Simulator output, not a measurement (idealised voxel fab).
Process module, titled voxel lift off
Cross-sectional view cut (width: 165 nm; square cell size: 5 nm).
In what follows, cross-sections appear as grids of square cells, described through bands that run from the top down, where every band is one or more rows of cells.
It is stipulated that each band's entry specify, in nanometres, the height of the top of the band and then that of its bottom, followed by the materials of the band in left-to-right sequence, each together with its width in nanometres. A single material marked by the word "edge to edge" is understood to fill the band from edge to edge; the word "empty" is understood to denote empty space.
Convention: height 0 is the level below which the wafer, as received, is all one material. The lowest band does not terminate at the bottom but continues downward, represented as "from 0 down".
Note: "30 to 40" means the width goes from the first number (top row of the band) to the second number (bottom row) in equal steps per row of cells.
"remained the same" means the step left every cell of the cross-section as it was.
"Closed empty spaces" - sealed voids, min. 8 cells, no opening to top; format: width x height at distance (distance from left edge; nm throughout).
Step line, after settings: the simulator's comment on this step.
You can add "overlay nm" to a step's line. For a step with a mask, it describes how far the mask lay to the right of its planned position, and a negative number describes a lay to the left.
### So here's the lineup of process steps we planned
1: RECEIVE: material Si
2: CONFORMAL_DEP: material SiO2, thk nm 15
3: PATTERN: tone open, mask id LINES, material resist, width nm 20, pitch nm 35, thk nm 25, overlay nm 0
4: DIRECTIONAL_DEP: material Ru, thk nm 15
5: STRIP: etch materials resist
6: CONFORMAL_DEP: material SiN, thk nm 10
### The first of two wafers, run as planned
### As received (post step 1): cross-section
	from 0 down: Si edge to edge
	Closed empty spaces: none
### How the wafer stands in section after step 2
	from 15 to 0: SiO2 edge to edge
	No changes below 0.
### How the wafer stands in section after step 3
	from 40 to 15: resist 35  empty 20  resist 15  empty 20  resist 15  empty 20  resist 40
	No changes below 15.
### How the wafer stands in section after step 4
	from 55 to 40: Ru 35  empty 20  Ru 15  empty 20  Ru 15  empty 20  Ru 40
	from 40 to 30: resist 35  empty 20  resist 15  empty 20  resist 15  empty 20  resist 40
	from 30 to 15: resist 35  Ru 20  resist 15  Ru 20  resist 15  Ru 20  resist 40
	No changes below 15.
### How the wafer stands in section after step 5
	from 30 to 15: empty 35  Ru 20  empty 15  Ru 20  empty 15  Ru 20  empty 40
	No changes below 15.
### How the wafer stands in section after step 6
	from 40 to 30: empty 25  SiN 110  empty 30
	from 30 to 25: empty 25  SiN 10  Ru 20  SiN 15  Ru 20  SiN 15  Ru 20  SiN 10  empty 30
	from 25 to 15: SiN 35  Ru 20  SiN 15  Ru 20  SiN 15  Ru 20  SiN 40
	No changes below 15.
### For the second wafer, take the first wafer's start and plan, then add one mistake made in running it; everything through step 2, that step included, is shared with the first
### Cross-sectional view of the second wafer at the intended end time of process step 3
	from 40 to 15: resist 40  empty 15  resist 20  empty 15  resist 20  empty 15  resist 40
	No changes below 15.
### Cross-sectional view of the second wafer at the intended end time of process step 4
	from 55 to 40: Ru 40  empty 15  Ru 20  empty 15  Ru 20  empty 15  Ru 40
	from 40 to 30: resist 40  empty 15  resist 20  empty 15  resist 20  empty 15  resist 40
	from 30 to 15: resist 40  Ru 15  resist 20  Ru 15  resist 20  Ru 15  resist 40
	No changes below 15.
### Cross-sectional view of the second wafer at the intended end time of process step 5
	from 30 to 15: empty 40  Ru 15  empty 20  Ru 15  empty 20  Ru 15  empty 40
	No changes below 15.
### Cross-sectional view of the second wafer at the intended end time of process step 6
	from 40 to 30: empty 30  SiN 105  empty 30
	from 30 to 25: empty 30  SiN 10  Ru 15  SiN 20  Ru 15  SiN 20  Ru 15  SiN 10  empty 30
	from 25 to 15: SiN 40  Ru 15  SiN 20  Ru 15  SiN 20  Ru 15  SiN 40
	No changes below 15.
What was the processing mistake? so step 3 ended up running with a different setting than we planned, it ran as PATTERN: tone open, mask id LINES, material resist, width nm 15, pitch nm 35, thk nm 25, overlay nm 0
The second wafer ends with more or fewer cells of some materials than the first, per final count: Ru -9; SiN +6
